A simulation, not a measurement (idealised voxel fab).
process module | voxel wiring stack
cross-section cut | 235 nm wide | cells 5 nm
A cross-section is a grid of square cells, given in bands from the top down. A band is one or more rows of cells.
Each band's line starts with the height of the band's top and of its bottom, in nm. Then come its materials from left to right, each with its width in nm. One material with "throughout" fills the band from edge to edge. "air" is empty space.
Height 0 is the level under which the wafer as received is all one material. The lowest band goes on downwards, as in "0 down".
A width such as "30 to 40" changes by the same amount from each row of cells to the next, from the band's top row to its bottom row.
"no change" after a step means that no cell of the cross-section changed.
closed voids: empty space of 8 cells or more with no open way to the top, each as width x height at its distance from the left edge, in nm
after a step's settings: what the simulator itself notes on the step
overlay nm, on a step with a mask: how far to the right of its planned place the mask lay; to the left if negative
Each pair below shows a cross-section before one step and the cross-section after it, down to the lowest band that changed. The line under each pair gives the step between them, with its settings. The pairs can come from different runs of this module on the same starting wafer, so a pair continues from the pair above only where its "before" says so.
before
  110 to 95: SiO2 60 | air 25 | SiO2 20 | air 25 | SiO2 20 | air 25 | SiO2 60
  95 to 80: SiO2 throughout
  80 to 75: SiCN throughout
  75 to 65: lowk 60 | TiN 5 | Cu 15 | TiN 5 | lowk 20 | TiN 5 | Cu 15 | TiN 5 | lowk 20 | TiN 5 | Cu 15 | TiN 5 | lowk 60
  65 to 60: lowk 60 | TiN 5 | Cu 5 | TiN 15 | lowk 20 | TiN 25 | lowk 20 | TiN 5 | Cu 5 | TiN 15 | lowk 60
  60 to 45: lowk 60 | TiN 5 | Cu 5 | TiN 5 | lowk 75 | TiN 5 | Cu 5 | TiN 5 | lowk 70
  45 to 40: SiCN 60 | TiN 15 | SiCN 75 | TiN 15 | SiCN 70
  40 to 15: lowk 60 | TiN 5 | Ru 15 | TiN 5 | lowk 20 | TiN 5 | Ru 15 | TiN 5 | lowk 20 | TiN 5 | Ru 15 | TiN 5 | lowk 60
  15 to 10: SiN 60 | TiN 25 | SiN 20 | TiN 25 | SiN 20 | TiN 25 | SiN 60
  10 to 0: SiO2 throughout
  0 down: Si throughout
  closed voids: none
after
  130 to 110: resist 65 | air 15 | resist 75 | air 15 | resist 65
  110 to 95: SiO2 60 | resist 5 | air 15 | resist 5 | SiO2 20 | resist 25 | SiO2 20 | resist 5 | air 15 | resist 5 | SiO2 60
  below 95: unchanged
  closed voids: none
the step between: op PATTERN | tone open | mask id METAL_3_HOLES | material resist | width nm 15 | pitch nm 90 | thk nm 20 | overlay nm 5
before: the cross-section after the pair above
after
  130 to 110: resist 65 | air 15 | resist 75 | air 15 | resist 65
  110 to 95: SiO2 60 | resist 5 | air 15 | resist 5 | SiO2 20 | resist 25 | SiO2 20 | resist 5 | air 15 | resist 5 | SiO2 60
  95 to 80: SiO2 65 | air 15 | SiO2 75 | air 15 | SiO2 65
  below 80: unchanged
  closed voids: none
the step between: op DIRECTIONAL_ETCH | etch materials SiO2 | depth nm 15
before: the cross-section after the pair above
after
  130 to 110: resist 65 | air 15 | resist 75 | air 15 | resist 65
  110 to 95: SiO2 60 | resist 5 | air 15 | resist 5 | SiO2 20 | resist 25 | SiO2 20 | resist 5 | air 15 | resist 5 | SiO2 60
  95 to 80: SiO2 65 | air 15 | SiO2 75 | air 15 | SiO2 65
  80 to 75: SiCN 65 | air 15 | SiCN 75 | air 15 | SiCN 65
  below 75: unchanged
  closed voids: none
the step between: op DIRECTIONAL_ETCH | etch materials SiCN | depth nm 5
before: the cross-section after the pair above
after
  110 to 95: SiO2 60 | air 25 | SiO2 20 | air 25 | SiO2 20 | air 25 | SiO2 60
  below 95: unchanged
  closed voids: none
the step between: op STRIP | etch materials resist
before: the cross-section after the pair above
after
  115 to 110: TiN 65 | air 15 | TiN 30 | air 15 | TiN 30 | air 15 | TiN 65
  110 to 100: SiO2 60 | TiN 5 | air 15 | TiN 5 | SiO2 20 | TiN 5 | air 15 | TiN 5 | SiO2 20 | TiN 5 | air 15 | TiN 5 | SiO2 60
  100 to 95: SiO2 60 | TiN 10 | air 5 | TiN 10 | SiO2 20 | TiN 25 | SiO2 20 | TiN 10 | air 5 | TiN 10 | SiO2 60
  95 to 80: SiO2 65 | TiN 5 | air 5 | TiN 5 | SiO2 75 | TiN 5 | air 5 | TiN 5 | SiO2 65
  80 to 75: SiCN 65 | TiN 15 | SiCN 75 | TiN 15 | SiCN 65
  below 75: unchanged
  closed voids: none
the step between: op CONFORMAL_DEP | material TiN | thk nm 5
before: the cross-section after the pair above
after
  120 to 115: Ru throughout
  115 to 110: TiN 65 | Ru 15 | TiN 30 | Ru 15 | TiN 30 | Ru 15 | TiN 65
  110 to 100: SiO2 60 | TiN 5 | Ru 15 | TiN 5 | SiO2 20 | TiN 5 | Ru 15 | TiN 5 | SiO2 20 | TiN 5 | Ru 15 | TiN 5 | SiO2 60
  100 to 95: SiO2 60 | TiN 10 | Ru 5 | TiN 10 | SiO2 20 | TiN 25 | SiO2 20 | TiN 10 | Ru 5 | TiN 10 | SiO2 60
  95 to 80: SiO2 65 | TiN 5 | Ru 5 | TiN 5 | SiO2 75 | TiN 5 | Ru 5 | TiN 5 | SiO2 65
  below 80: unchanged
  closed voids: none
the step between: op FILL_DEP | material Ru | thk nm 5
before: the cross-section after the pair above
after
  110 to 100: SiO2 60 | TiN 5 | Ru 15 | TiN 5 | SiO2 20 | TiN 5 | Ru 15 | TiN 5 | SiO2 20 | TiN 5 | Ru 15 | TiN 5 | SiO2 60
  below 100: unchanged
  closed voids: none
the step between: op CMP | height nm 110
before: the cross-section after the pair above
after
  115 to 110: SiN throughout
  below 110: unchanged
  closed voids: none
the step between: op CONFORMAL_DEP | material SiN | thk nm 5
before
  80 to 75: TiN 65 | air 15 | TiN 30 | air 15 | TiN 30 | air 15 | TiN 65
  75 to 65: lowk 60 | TiN 5 | air 15 | TiN 5 | lowk 20 | TiN 5 | air 15 | TiN 5 | lowk 20 | TiN 5 | air 15 | TiN 5 | lowk 60
  65 to 60: lowk 60 | TiN 5 | air 5 | TiN 15 | lowk 20 | TiN 25 | lowk 20 | TiN 5 | air 5 | TiN 15 | lowk 60
  60 to 45: lowk 60 | TiN 5 | air 5 | TiN 5 | lowk 75 | TiN 5 | air 5 | TiN 5 | lowk 70
  45 to 40: SiCN 60 | TiN 15 | SiCN 75 | TiN 15 | SiCN 70
  40 to 15: lowk 60 | TiN 5 | Ru 15 | TiN 5 | lowk 20 | TiN 5 | Ru 15 | TiN 5 | lowk 20 | TiN 5 | Ru 15 | TiN 5 | lowk 60
  15 to 10: SiN 60 | TiN 25 | SiN 20 | TiN 25 | SiN 20 | TiN 25 | SiN 60
  10 to 0: SiO2 throughout
  0 down: Si throughout
  closed voids: none
after
  90 to 80: SiN throughout
  80 to 75: TiN 65 | SiN 15 | TiN 30 | SiN 15 | TiN 30 | SiN 15 | TiN 65
  75 to 65: lowk 60 | TiN 5 | SiN 15 | TiN 5 | lowk 20 | TiN 5 | SiN 15 | TiN 5 | lowk 20 | TiN 5 | SiN 15 | TiN 5 | lowk 60
  65 to 60: lowk 60 | TiN 5 | SiN 5 | TiN 15 | lowk 20 | TiN 25 | lowk 20 | TiN 5 | SiN 5 | TiN 15 | lowk 60
  60 to 45: lowk 60 | TiN 5 | SiN 5 | TiN 5 | lowk 75 | TiN 5 | SiN 5 | TiN 5 | lowk 70
  below 45: unchanged
  closed voids: none
the step between: op FILL_DEP | material SiN | thk nm 10
before: the cross-section after the pair above
after
  75 to 65: lowk 60 | TiN 5 | SiN 15 | TiN 5 | lowk 20 | TiN 5 | SiN 15 | TiN 5 | lowk 20 | TiN 5 | SiN 15 | TiN 5 | lowk 60
  below 65: unchanged
  closed voids: none
the step between: op CMP | height nm 75
before: the cross-section after the pair above
after
  80 to 75: SiCN throughout
  below 75: unchanged
  closed voids: none
the step between: op CONFORMAL_DEP | material SiCN | thk nm 5
before: the cross-section after the pair above
after
  110 to 80: SiO2 throughout
  below 80: unchanged
  closed voids: none
the step between: op DIRECTIONAL_DEP | material SiO2 | thk nm 30
before: the cross-section after the pair above
after
  110 to 95: SiO2 60 | air 25 | SiO2 20 | air 25 | SiO2 20 | air 25 | SiO2 60
  below 95: unchanged
  closed voids: none
the step between: op MASKED_ETCH | tone open | mask id METAL_3 | width nm 25 | pitch nm 45 | etch materials SiO2 | depth nm 15 | overlay nm 0
before: the cross-section after the pair above
after
  130 to 110: resist 60 | air 15 | resist 75 | air 15 | resist 70
  110 to 95: SiO2 60 | air 15 | resist 10 | SiO2 20 | resist 25 | SiO2 20 | air 15 | resist 10 | SiO2 60
  below 95: unchanged
  closed voids: none
the step between: op PATTERN | tone open | mask id METAL_3_HOLES | material resist | width nm 15 | pitch nm 90 | thk nm 20 | overlay nm 0
before: the cross-section after the pair above
after
  130 to 110: resist 60 | air 15 | resist 75 | air 15 | resist 70
  110 to 95: SiO2 60 | air 15 | resist 10 | SiO2 20 | resist 25 | SiO2 20 | air 15 | resist 10 | SiO2 60
  95 to 80: SiO2 60 | air 15 | SiO2 75 | air 15 | SiO2 70
  below 80: unchanged
  closed voids: none
the step between: op DIRECTIONAL_ETCH | etch materials SiO2 | depth nm 15
before: the cross-section after the pair above
after
  130 to 110: resist 60 | air 15 | resist 75 | air 15 | resist 70
  110 to 95: SiO2 60 | air 15 | resist 10 | SiO2 20 | resist 25 | SiO2 20 | air 15 | resist 10 | SiO2 60
  95 to 80: SiO2 60 | air 15 | SiO2 75 | air 15 | SiO2 70
  80 to 75: SiCN 60 | air 15 | SiCN 75 | air 15 | SiCN 70
  below 75: unchanged
  closed voids: none
the step between: op DIRECTIONAL_ETCH | etch materials SiCN | depth nm 5
before: the cross-section after the pair above
after
  110 to 95: SiO2 60 | air 25 | SiO2 20 | air 25 | SiO2 20 | air 25 | SiO2 60
  below 95: unchanged
  closed voids: none
the step between: op STRIP | etch materials resist
before: the cross-section after the pair above
after
  115 to 110: TiN 65 | air 15 | TiN 30 | air 15 | TiN 30 | air 15 | TiN 65
  110 to 100: SiO2 60 | TiN 5 | air 15 | TiN 5 | SiO2 20 | TiN 5 | air 15 | TiN 5 | SiO2 20 | TiN 5 | air 15 | TiN 5 | SiO2 60
  100 to 95: SiO2 60 | TiN 5 | air 5 | TiN 15 | SiO2 20 | TiN 25 | SiO2 20 | TiN 5 | air 5 | TiN 15 | SiO2 60
  95 to 80: SiO2 60 | TiN 5 | air 5 | TiN 5 | SiO2 75 | TiN 5 | air 5 | TiN 5 | SiO2 70
  80 to 75: SiCN 60 | TiN 15 | SiCN 75 | TiN 15 | SiCN 70
  below 75: unchanged
  closed voids: none
the step between: op CONFORMAL_DEP | material TiN | thk nm 5
before: the cross-section after the pair above
after
  120 to 115: Ru throughout
  115 to 110: TiN 65 | Ru 15 | TiN 30 | Ru 15 | TiN 30 | Ru 15 | TiN 65
  110 to 100: SiO2 60 | TiN 5 | Ru 15 | TiN 5 | SiO2 20 | TiN 5 | Ru 15 | TiN 5 | SiO2 20 | TiN 5 | Ru 15 | TiN 5 | SiO2 60
  100 to 95: SiO2 60 | TiN 5 | Ru 5 | TiN 15 | SiO2 20 | TiN 25 | SiO2 20 | TiN 5 | Ru 5 | TiN 15 | SiO2 60
  95 to 80: SiO2 60 | TiN 5 | Ru 5 | TiN 5 | SiO2 75 | TiN 5 | Ru 5 | TiN 5 | SiO2 70
  below 80: unchanged
  closed voids: none
the step between: op FILL_DEP | material Ru | thk nm 5
before: the cross-section after the pair above
after
  110 to 100: SiO2 60 | TiN 5 | Ru 15 | TiN 5 | SiO2 20 | TiN 5 | Ru 15 | TiN 5 | SiO2 20 | TiN 5 | Ru 15 | TiN 5 | SiO2 60
  below 100: unchanged
  closed voids: none
the step between: op CMP | height nm 110
before: the cross-section after the pair above
after
  115 to 110: SiN throughout
  below 110: unchanged
  closed voids: none
the step between: op CONFORMAL_DEP | material SiN | thk nm 5
before
  75 to 45: lowk throughout
  45 to 40: SiCN throughout
  40 to 15: lowk 60 | TiN 5 | Ru 15 | TiN 5 | lowk 20 | TiN 5 | Ru 15 | TiN 5 | lowk 20 | TiN 5 | Ru 15 | TiN 5 | lowk 60
  15 to 10: SiN 60 | TiN 25 | SiN 20 | TiN 25 | SiN 20 | TiN 25 | SiN 60
  10 to 0: SiO2 throughout
  0 down: Si throughout
  closed voids: none
after
  95 to 75: air 60 | resist 15 | air 75 | resist 15 | air 70
  below 75: unchanged
  closed voids: none
the step between: op PATTERN | tone cover | mask id METAL_2_HOLES | material resist | width nm 15 | pitch nm 90 | thk nm 20 | overlay nm 0
before: the cross-section after the pair above
after
  95 to 75: air 60 | resist 15 | air 75 | resist 15 | air 70
  75 to 45: air 60 | lowk 15 | air 75 | lowk 15 | air 70
  below 45: unchanged
  closed voids: none
the step between: op DIRECTIONAL_ETCH | etch materials lowk | depth nm 30
before: the cross-section after the pair above
after
  75 to 45: air 60 | lowk 15 | air 75 | lowk 15 | air 70
  below 45: unchanged
  closed voids: none
the step between: op STRIP | etch materials resist
before: the cross-section after the pair above
after
  90 to 75: resist 60 | air 25 | resist 20 | air 25 | resist 20 | air 25 | resist 60
  75 to 45: resist 60 | lowk 15 | air 10 | resist 20 | air 25 | resist 20 | lowk 15 | air 10 | resist 60
  below 45: unchanged
  closed voids: none
the step between: op PATTERN | tone open | mask id METAL_2 | material resist | width nm 25 | pitch nm 45 | thk nm 15 | overlay nm 0
before: the cross-section after the pair above
after
  90 to 60: resist 60 | air 25 | resist 20 | air 25 | resist 20 | air 25 | resist 60
  below 60: unchanged
  closed voids: none
the step between: op DIRECTIONAL_ETCH | etch materials lowk | depth nm 15
before: the cross-section after the pair above
after
  90 to 60: resist 60 | air 25 | resist 20 | air 25 | resist 20 | air 25 | resist 60
  60 to 45: resist 60 | lowk 15 | air 10 | resist 20 | air 25 | resist 20 | lowk 15 | air 10 | resist 60
  45 to 40: SiCN 75 | air 10 | SiCN 20 | air 25 | SiCN 35 | air 10 | SiCN 60
  below 40: unchanged
  closed voids: none
the step between: op DIRECTIONAL_ETCH | etch materials SiCN | depth nm 5
before: the cross-section after the pair above
after
  60 to 45: air 60 | lowk 15 | air 75 | lowk 15 | air 70
  below 45: unchanged
  closed voids: none
the step between: op STRIP | etch materials resist
before: the cross-section after the pair above
after
  65 to 60: air 55 | TiN 25 | air 65 | TiN 25 | air 65
  60 to 50: air 55 | TiN 5 | lowk 15 | TiN 5 | air 65 | TiN 5 | lowk 15 | TiN 5 | air 65
  50 to 45: TiN 60 | lowk 15 | TiN 35 | air 15 | TiN 25 | lowk 15 | TiN 70
  45 to 40: SiCN 75 | TiN 10 | SiCN 20 | TiN 25 | SiCN 35 | TiN 10 | SiCN 60
  below 40: unchanged
  closed voids: none
the step between: op CONFORMAL_DEP | material TiN | thk nm 5
before: the cross-section after the pair above
after
  75 to 65: Cu throughout
  65 to 60: Cu 55 | TiN 25 | Cu 65 | TiN 25 | Cu 65
  60 to 50: Cu 55 | TiN 5 | lowk 15 | TiN 5 | Cu 65 | TiN 5 | lowk 15 | TiN 5 | Cu 65
  50 to 45: TiN 60 | lowk 15 | TiN 35 | Cu 15 | TiN 25 | lowk 15 | TiN 70
  below 45: unchanged
  closed voids: none
the step between: op FILL_DEP | material Cu | thk nm 10
before: the cross-section after the pair above
after
  80 to 75: SiCN throughout
  below 75: unchanged
  closed voids: none
the step between: op CONFORMAL_DEP | material SiCN | thk nm 5
before: the cross-section after the pair above
after
  110 to 80: SiO2 throughout
  below 80: unchanged
  closed voids: none
the step between: op DIRECTIONAL_DEP | material SiO2 | thk nm 30
before: the cross-section after the pair above
after
  110 to 95: SiO2 60 | air 25 | SiO2 20 | air 25 | SiO2 20 | air 25 | SiO2 60
  below 95: unchanged
  closed voids: none
the step between: op MASKED_ETCH | tone open | mask id METAL_3 | width nm 25 | pitch nm 45 | etch materials SiO2 | depth nm 15 | overlay nm 0
before: the cross-section after the pair above
after
  130 to 110: resist 60 | air 15 | resist 75 | air 15 | resist 70
  110 to 95: SiO2 60 | air 15 | resist 10 | SiO2 20 | resist 25 | SiO2 20 | air 15 | resist 10 | SiO2 60
  below 95: unchanged
  closed voids: none
the step between: op PATTERN | tone open | mask id METAL_3_HOLES | material resist | width nm 15 | pitch nm 90 | thk nm 20 | overlay nm 0
before: the cross-section after the pair above
after
  130 to 110: resist 60 | air 15 | resist 75 | air 15 | resist 70
  110 to 95: SiO2 60 | air 15 | resist 10 | SiO2 20 | resist 25 | SiO2 20 | air 15 | resist 10 | SiO2 60
  95 to 80: SiO2 60 | air 15 | SiO2 75 | air 15 | SiO2 70
  below 80: unchanged
  closed voids: none
the step between: op DIRECTIONAL_ETCH | etch materials SiO2 | depth nm 15
before: the cross-section after the pair above
after
  130 to 110: resist 60 | air 15 | resist 75 | air 15 | resist 70
  110 to 95: SiO2 60 | air 15 | resist 10 | SiO2 20 | resist 25 | SiO2 20 | air 15 | resist 10 | SiO2 60
  95 to 80: SiO2 60 | air 15 | SiO2 75 | air 15 | SiO2 70
  80 to 75: SiCN 60 | air 15 | SiCN 75 | air 15 | SiCN 70
  below 75: unchanged
  closed voids: none
the step between: op DIRECTIONAL_ETCH | etch materials SiCN | depth nm 5
before: the cross-section after the pair above
after
  110 to 95: SiO2 60 | air 25 | SiO2 20 | air 25 | SiO2 20 | air 25 | SiO2 60
  below 95: unchanged
  closed voids: none
the step between: op STRIP | etch materials resist
before: the cross-section after the pair above
after
  115 to 110: TiN 65 | air 15 | TiN 30 | air 15 | TiN 30 | air 15 | TiN 65
  110 to 100: SiO2 60 | TiN 5 | air 15 | TiN 5 | SiO2 20 | TiN 5 | air 15 | TiN 5 | SiO2 20 | TiN 5 | air 15 | TiN 5 | SiO2 60
  100 to 95: SiO2 60 | TiN 5 | air 5 | TiN 15 | SiO2 20 | TiN 25 | SiO2 20 | TiN 5 | air 5 | TiN 15 | SiO2 60
  95 to 80: SiO2 60 | TiN 5 | air 5 | TiN 5 | SiO2 75 | TiN 5 | air 5 | TiN 5 | SiO2 70
  80 to 75: SiCN 60 | TiN 15 | SiCN 75 | TiN 15 | SiCN 70
  below 75: unchanged
  closed voids: none
the step between: op CONFORMAL_DEP | material TiN | thk nm 5
before: the cross-section after the pair above
after
  120 to 115: Ru throughout
  115 to 110: TiN 65 | Ru 15 | TiN 30 | Ru 15 | TiN 30 | Ru 15 | TiN 65
  110 to 100: SiO2 60 | TiN 5 | Ru 15 | TiN 5 | SiO2 20 | TiN 5 | Ru 15 | TiN 5 | SiO2 20 | TiN 5 | Ru 15 | TiN 5 | SiO2 60
  100 to 95: SiO2 60 | TiN 5 | Ru 5 | TiN 15 | SiO2 20 | TiN 25 | SiO2 20 | TiN 5 | Ru 5 | TiN 15 | SiO2 60
  95 to 80: SiO2 60 | TiN 5 | Ru 5 | TiN 5 | SiO2 75 | TiN 5 | Ru 5 | TiN 5 | SiO2 70
  below 80: unchanged
  closed voids: none
the step between: op FILL_DEP | material Ru | thk nm 5
before: the cross-section after the pair above
after
  110 to 100: SiO2 60 | TiN 5 | Ru 15 | TiN 5 | SiO2 20 | TiN 5 | Ru 15 | TiN 5 | SiO2 20 | TiN 5 | Ru 15 | TiN 5 | SiO2 60
  below 100: unchanged
  closed voids: none
the step between: op CMP | height nm 110
before: the cross-section after the pair above
after
  115 to 110: SiN throughout
  below 110: unchanged
  closed voids: none
the step between: op CONFORMAL_DEP | material SiN | thk nm 5
